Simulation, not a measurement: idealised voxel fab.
The following process module bears the name voxel self aligned contacts.
Shown is cross-section cut, with a width of 200 nm and square cells of size 5 nm.
Cross-section format: a grid of square cells, given as bands from top to bottom; each band is one or more rows of cells. Band: top and bottom heights (nm) first, top before bottom; then materials from left to right, widths in nm. "all across" marks a sole material filling the band edge to edge. "empty" denotes empty space. The reference from which all heights are counted is 0, the level beneath which the as-received wafer is entirely one material; the lowest band, having no lower bound, proceeds downward and is written after the example "z 0 and below". It should be noted that a width expressed as "30..40" varies in equal increments from row to row of cells within the band, taking the value of the first number at the top row and that of the second number at the bottom row. Where the words "all unchanged" appear for a step, the cross-section shows no cell changed by that step; every cell remained as before. Empty spaces counting at least 8 cells and having no open way to the top are listed in "Cavities, closed". The notation width x height at distance is used for each, the distance being from the left edge and all three values in nm. Note: text after step settings on the step line = simulator remark on that step. The line of a step may include "overlay nm". On a step with a mask, this value is how far to the right of its planned place the mask lay. A negative value means the mask lay to the left.

LIST OF PLANNED PROCESS STEPS
| 1 | RECEIVE | material Si |
| 2 | OXIDIZE | depth nm 5 |
| 3 | DIRECTIONAL_DEP | material polySi | thk nm 30 |
| 4 | DIRECTIONAL_DEP | material SiN | thk nm 20 |
| 5 | DIRECTIONAL_DEP | material aC | thk nm 15 |
| 6 | PATTERN | tone cover | mask id GATE | material resist | width nm 25 | pitch nm 60 | thk nm 35 | overlay nm 0 |
| 7 | DIRECTIONAL_ETCH | etch materials aC | depth nm 15 |
| 8 | STRIP | etch materials resist |
| 9 | DIRECTIONAL_ETCH | etch materials SiN | depth nm 20 |
| 10 | DIRECTIONAL_ETCH | etch materials polySi | depth nm 30 |
| 11 | STRIP | etch materials aC |
| 12 | CONFORMAL_DEP | material SiN | thk nm 10 |
| 13 | DIRECTIONAL_ETCH | etch materials SiN | depth nm 10 |
| 14 | FILL_DEP | material SiO2 | thk nm 20 |
| 15 | CMP | height nm 60 |
| 16 | PATTERN | tone open | mask id CONTACT | material resist | width nm 45 | pitch nm 60 | thk nm 15 | overlay nm 0 |
| 17 | DIRECTIONAL_ETCH | etch materials SiO2 | depth nm 65 |
| 18 | STRIP | etch materials resist |
| 19 | CONFORMAL_DEP | material TiN | thk nm 5 |
| 20 | FILL_DEP | material Ru | thk nm 10 |
| 21 | CMP | height nm 60 |
| 22 | CONFORMAL_DEP | material SiCN | thk nm 5 |

INCOMING WAFER IN CROSS-SECTION (STATE: AFTER STEP 1)
  z 0 and below = Si all across
  Cavities, closed: none

CROSS-SECTION AT MODULE END, ONE RUN ERROR; START AND PLAN UNCHANGED FROM ABOVE
  z 65 to 60 = SiCN all across
  z 60 to 50 = 45 SiO2 | 5..20 TiN | 35..10 Ru | 5..15 TiN | 15 SiO2 | 5..20 TiN | 35..10 Ru | 5..15 TiN | 50 SiO2
  z 50 to 30 = 20 SiO2 | 40 SiN | 5 TiN | 10 Ru | 5 TiN | 40 SiN | 5 TiN | 10 Ru | 5 TiN | 40 SiN | 20 SiO2
  z 30 to 0 = 20 SiO2 | 10 SiN | 20 polySi | 10 SiN | 5 TiN | 10 Ru | 5 TiN | 10 SiN | 20 polySi | 10 SiN | 5 TiN | 10 Ru | 5 TiN | 10 SiN | 20 polySi | 10 SiN | 20 SiO2
  z 0 to -5 = 60 SiO2 | 20 TiN | 40 SiO2 | 20 TiN | 60 SiO2
  z -5 and below = Si all across
  Cavities, closed: none
What was the processing mistake? step 6 was run on a setting that differed from the plan, and what really ran there is PATTERN | tone cover | mask id GATE | material resist | width nm 20 | pitch nm 60 | thk nm 35 | overlay nm 0
